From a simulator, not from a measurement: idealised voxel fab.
process module | voxel capacitor over wiring
cross-section cut | 140 nm wide | cells 5 nm
A cross-section is a grid of square cells, given in bands from the top down. A band is one or more rows of cells.
Each band's line starts with the height of the band's top and of its bottom, in nm. Then come its materials from left to right, each with its width in nm. One material with "throughout" fills the band from edge to edge. "air" is empty space.
Height 0 is the level under which the wafer as received is all one material. The lowest band goes on downwards, as in "0 down".
A width such as "30 to 40" changes by the same amount from each row of cells to the next, from the band's top row to its bottom row.
"no change" after a step means that no cell of the cross-section changed.
closed voids: empty space of 8 cells or more with no open way to the top, each as width x height at its distance from the left edge, in nm
after a step's settings: what the simulator itself notes on the step
overlay nm, on a step with a mask: how far to the right of its planned place the mask lay; to the left if negative
plan
1 op RECEIVE | material Si
2 op CONFORMAL_DEP | material SiO2 | thk nm 10
3 op DIRECTIONAL_DEP | material TiN | thk nm 5
4 op DIRECTIONAL_DEP | material Ru | thk nm 15
5 op MASKED_ETCH | tone cover | mask id METAL_1 | width nm 20 | pitch nm 80 | etch materials Ru | depth nm 15 | overlay nm 0
6 op MASKED_ETCH | tone cover | mask id METAL_1 | width nm 20 | pitch nm 80 | etch materials TiN | depth nm 5 | overlay nm 0
7 op CONFORMAL_DEP | material SiCN | thk nm 5
8 op FILL_DEP | material SiO2 | thk nm 10
9 op CMP | height nm 30
10 op CONFORMAL_DEP | material SiCN | thk nm 5
11 op DIRECTIONAL_DEP | material lowk | thk nm 15
12 op MASKED_ETCH | tone open | mask id PLUG_1 | width nm 15 | etch materials lowk | depth nm 15 | overlay nm 0
13 op MASKED_ETCH | tone open | mask id PLUG_1 | width nm 15 | etch materials SiCN | depth nm 5 | overlay nm 0
14 op EPI | material Ru | thk nm 10
15 op EPI | material Ru | thk nm 10
16 op DIRECTIONAL_DEP | material TiN | thk nm 10
17 op DIRECTIONAL_DEP | material SiN | thk nm 5
18 op DIRECTIONAL_DEP | material TiN | thk nm 5
19 op PATTERN | tone cover | mask id UPPER_PLATE | material resist | width nm 65 | thk nm 15 | overlay nm 0
20 op DIRECTIONAL_ETCH | etch materials TiN | depth nm 5
21 op DIRECTIONAL_ETCH | etch materials SiN | depth nm 5
22 op STRIP | etch materials resist
23 op DIRECTIONAL_DEP | material aC | thk nm 15
24 op PATTERN | tone cover | mask id LOWER_PLATE | material resist | width nm 75 | thk nm 30 | overlay nm 0
25 op DIRECTIONAL_ETCH | etch materials aC | depth nm 15
26 op STRIP | etch materials resist
27 op DIRECTIONAL_ETCH | etch materials TiN | depth nm 10
28 op STRIP | etch materials aC
29 op FILL_DEP | material SiO2 | thk nm 15
30 op CMP | height nm 80
31 op PATTERN | tone open | mask id PLUG_2 | material resist | width nm 15 | thk nm 15 | overlay nm 0
32 op DIRECTIONAL_ETCH | etch materials SiO2 | depth nm 10
33 op STRIP | etch materials resist
34 op CONFORMAL_DEP | material TiN | thk nm 5
35 op FILL_DEP | material W | thk nm 5
36 op CMP | height nm 80
37 op CONFORMAL_DEP | material SiN | thk nm 5
first wafer, as planned
as received, after step 1
  0 down: Si throughout
  closed voids: none
after step 2
  10 to 0: SiO2 throughout
  below 0: unchanged
after step 3
  15 to 10: TiN throughout
  below 10: unchanged
after step 4
  30 to 15: Ru throughout
  below 15: unchanged
after step 5
  30 to 15: air 20 | Ru 20 | air 60 | Ru 20 | air 20
  below 15: unchanged
after step 6
  30 to 15: air 20 | Ru 20 | air 60 | Ru 20 | air 20
  15 to 10: air 20 | TiN 20 | air 60 | TiN 20 | air 20
  below 10: unchanged
after step 7
  35 to 30: air 15 | SiCN 30 | air 50 | SiCN 30 | air 15
  30 to 15: air 15 | SiCN 5 | Ru 20 | SiCN 5 | air 50 | SiCN 5 | Ru 20 | SiCN 5 | air 15
  15 to 10: SiCN 20 | TiN 20 | SiCN 60 | TiN 20 | SiCN 20
  below 10: unchanged
after step 8
  45 to 35: SiO2 throughout
  35 to 30: SiO2 15 | SiCN 30 | SiO2 50 | SiCN 30 | SiO2 15
  30 to 15: SiO2 15 | SiCN 5 | Ru 20 | SiCN 5 | SiO2 50 | SiCN 5 | Ru 20 | SiCN 5 | SiO2 15
  below 15: unchanged
after step 9
  30 to 15: SiO2 15 | SiCN 5 | Ru 20 | SiCN 5 | SiO2 50 | SiCN 5 | Ru 20 | SiCN 5 | SiO2 15
  below 15: unchanged
after step 10
  35 to 30: SiCN throughout
  below 30: unchanged
after step 11
  50 to 35: lowk throughout
  below 35: unchanged
after step 12
  50 to 35: lowk 25 | air 15 | lowk 100
  below 35: unchanged
after step 13
  50 to 35: lowk 25 | air 15 | lowk 100
  35 to 30: SiCN 25 | air 15 | SiCN 100
  below 30: unchanged
after step 14
  50 to 40: lowk 25 | air 15 | lowk 100
  40 to 35: lowk 25 | Ru 15 | lowk 100
  35 to 30: SiCN 25 | Ru 15 | SiCN 100
  below 30: unchanged
after step 15
  50 to 35: lowk 25 | Ru 15 | lowk 100
  below 35: unchanged
after step 16
  60 to 50: TiN throughout
  below 50: unchanged
after step 17
  65 to 60: SiN throughout
  below 60: unchanged
after step 18
  70 to 65: TiN throughout
  below 65: unchanged
after step 19
  85 to 70: air 25 | resist 65 | air 50
  below 70: unchanged
after step 20
  85 to 70: air 25 | resist 65 | air 50
  70 to 65: air 25 | TiN 65 | air 50
  below 65: unchanged
after step 21
  85 to 70: air 25 | resist 65 | air 50
  70 to 65: air 25 | TiN 65 | air 50
  65 to 60: air 25 | SiN 65 | air 50
  below 60: unchanged
after step 22
  70 to 65: air 25 | TiN 65 | air 50
  below 65: unchanged
after step 23
  85 to 75: air 25 | aC 65 | air 50
  75 to 70: aC throughout
  70 to 65: aC 25 | TiN 65 | aC 50
  65 to 60: aC 25 | SiN 65 | aC 50
  below 60: unchanged
after step 24
  115 to 85: air 20 | resist 75 | air 45
  85 to 75: air 20 | resist 5 | aC 65 | resist 5 | air 45
  below 75: unchanged
after step 25
  100 to 85: air 20 | resist 75 | air 45
  85 to 75: air 20 | resist 5 | aC 65 | resist 5 | air 45
  75 to 70: air 20 | aC 75 | air 45
  70 to 65: air 20 | aC 5 | TiN 65 | aC 5 | air 45
  65 to 60: air 20 | aC 5 | SiN 65 | aC 5 | air 45
  below 60: unchanged
after step 26
  85 to 75: air 25 | aC 65 | air 50
  below 75: unchanged
after step 27
  85 to 75: air 25 | aC 65 | air 50
  75 to 70: air 20 | aC 75 | air 45
  70 to 65: air 20 | aC 5 | TiN 65 | aC 5 | air 45
  65 to 60: air 20 | aC 5 | SiN 65 | aC 5 | air 45
  60 to 50: air 20 | TiN 75 | air 45
  below 50: unchanged
after step 28
  70 to 65: air 25 | TiN 65 | air 50
  65 to 60: air 25 | SiN 65 | air 50
  below 60: unchanged
after step 29
  85 to 70: SiO2 throughout
  70 to 65: SiO2 25 | TiN 65 | SiO2 50
  65 to 60: SiO2 25 | SiN 65 | SiO2 50
  60 to 50: SiO2 20 | TiN 75 | SiO2 45
  below 50: unchanged
after step 30
  80 to 70: SiO2 throughout
  below 70: unchanged
after step 31
  95 to 80: resist 35 | air 15 | resist 90
  below 80: unchanged
after step 32
  95 to 80: resist 35 | air 15 | resist 90
  80 to 70: SiO2 35 | air 15 | SiO2 90
  below 70: unchanged
after step 33
  80 to 70: SiO2 35 | air 15 | SiO2 90
  below 70: unchanged
after step 34
  85 to 80: TiN 40 | air 5 | TiN 95
  80 to 75: SiO2 35 | TiN 5 | air 5 | TiN 5 | SiO2 90
  75 to 65: SiO2 35 to 25 | TiN 15 to 65 | SiO2 90 to 50
  below 65: unchanged
after step 35
  90 to 85: W throughout
  85 to 80: TiN 40 | W 5 | TiN 95
  80 to 75: SiO2 35 | TiN 5 | W 5 | TiN 5 | SiO2 90
  below 75: unchanged
after step 36
  80 to 75: SiO2 35 | TiN 5 | W 5 | TiN 5 | SiO2 90
  below 75: unchanged
after step 37
  85 to 80: SiN throughout
  below 80: unchanged
second wafer: like start, like plan, one mistake. Through step 12 it matches the first wafer
when step 13 should have ended
  50 to 35: lowk 25 | air 15 | lowk 100
  35 to 30: SiCN 25 | air 5 | SiCN 110
  below 30: unchanged
when step 14 should have ended
  50 to 40: lowk 25 | air 15 | lowk 100
  40 to 35: lowk 25 | Ru 10 | air 5 | lowk 100
  35 to 30: SiCN 25 | Ru 5 | SiCN 110
  below 30: unchanged
when step 15 should have ended
  50 to 35: lowk 25 | Ru 15 | lowk 100
  below 35: unchanged
when step 16 should have ended
  60 to 50: TiN throughout
  below 50: unchanged
when step 17 should have ended
  65 to 60: SiN throughout
  below 60: unchanged
when step 18 should have ended
  70 to 65: TiN throughout
  below 65: unchanged
when step 19 should have ended
  85 to 70: air 25 | resist 65 | air 50
  below 70: unchanged
when step 20 should have ended
  85 to 70: air 25 | resist 65 | air 50
  70 to 65: air 25 | TiN 65 | air 50
  below 65: unchanged
when step 21 should have ended
  85 to 70: air 25 | resist 65 | air 50
  70 to 65: air 25 | TiN 65 | air 50
  65 to 60: air 25 | SiN 65 | air 50
  below 60: unchanged
when step 22 should have ended
  70 to 65: air 25 | TiN 65 | air 50
  below 65: unchanged
when step 23 should have ended
  85 to 75: air 25 | aC 65 | air 50
  75 to 70: aC throughout
  70 to 65: aC 25 | TiN 65 | aC 50
  65 to 60: aC 25 | SiN 65 | aC 50
  below 60: unchanged
when step 24 should have ended
  115 to 85: air 20 | resist 75 | air 45
  85 to 75: air 20 | resist 5 | aC 65 | resist 5 | air 45
  below 75: unchanged
when step 25 should have ended
  100 to 85: air 20 | resist 75 | air 45
  85 to 75: air 20 | resist 5 | aC 65 | resist 5 | air 45
  75 to 70: air 20 | aC 75 | air 45
  70 to 65: air 20 | aC 5 | TiN 65 | aC 5 | air 45
  65 to 60: air 20 | aC 5 | SiN 65 | aC 5 | air 45
  below 60: unchanged
when step 26 should have ended
  85 to 75: air 25 | aC 65 | air 50
  below 75: unchanged
when step 27 should have ended
  85 to 75: air 25 | aC 65 | air 50
  75 to 70: air 20 | aC 75 | air 45
  70 to 65: air 20 | aC 5 | TiN 65 | aC 5 | air 45
  65 to 60: air 20 | aC 5 | SiN 65 | aC 5 | air 45
  60 to 50: air 20 | TiN 75 | air 45
  below 50: unchanged
when step 28 should have ended
  70 to 65: air 25 | TiN 65 | air 50
  65 to 60: air 25 | SiN 65 | air 50
  below 60: unchanged
when step 29 should have ended
  85 to 70: SiO2 throughout
  70 to 65: SiO2 25 | TiN 65 | SiO2 50
  65 to 60: SiO2 25 | SiN 65 | SiO2 50
  60 to 50: SiO2 20 | TiN 75 | SiO2 45
  below 50: unchanged
when step 30 should have ended
  80 to 70: SiO2 throughout
  below 70: unchanged
when step 31 should have ended
  95 to 80: resist 35 | air 15 | resist 90
  below 80: unchanged
when step 32 should have ended
  95 to 80: resist 35 | air 15 | resist 90
  80 to 70: SiO2 35 | air 15 | SiO2 90
  below 70: unchanged
when step 33 should have ended
  80 to 70: SiO2 35 | air 15 | SiO2 90
  below 70: unchanged
when step 34 should have ended
  85 to 80: TiN 40 | air 5 | TiN 95
  80 to 75: SiO2 35 | TiN 5 | air 5 | TiN 5 | SiO2 90
  75 to 65: SiO2 35 to 25 | TiN 15 to 65 | SiO2 90 to 50
  below 65: unchanged
when step 35 should have ended
  90 to 85: W throughout
  85 to 80: TiN 40 | W 5 | TiN 95
  80 to 75: SiO2 35 | TiN 5 | W 5 | TiN 5 | SiO2 90
  below 75: unchanged
when step 36 should have ended
  80 to 75: SiO2 35 | TiN 5 | W 5 | TiN 5 | SiO2 90
  below 75: unchanged
when step 37 should have ended
  85 to 80: SiN throughout
  below 80: unchanged
what went wrong: step 13 ran as: op MASKED_ETCH | tone open | mask id PLUG_1 | width nm 15 | etch materials SiCN | depth nm 5 | overlay nm -10
at the end the second wafer has, in cells: 2 fewer of Ru | 2 more of SiCN
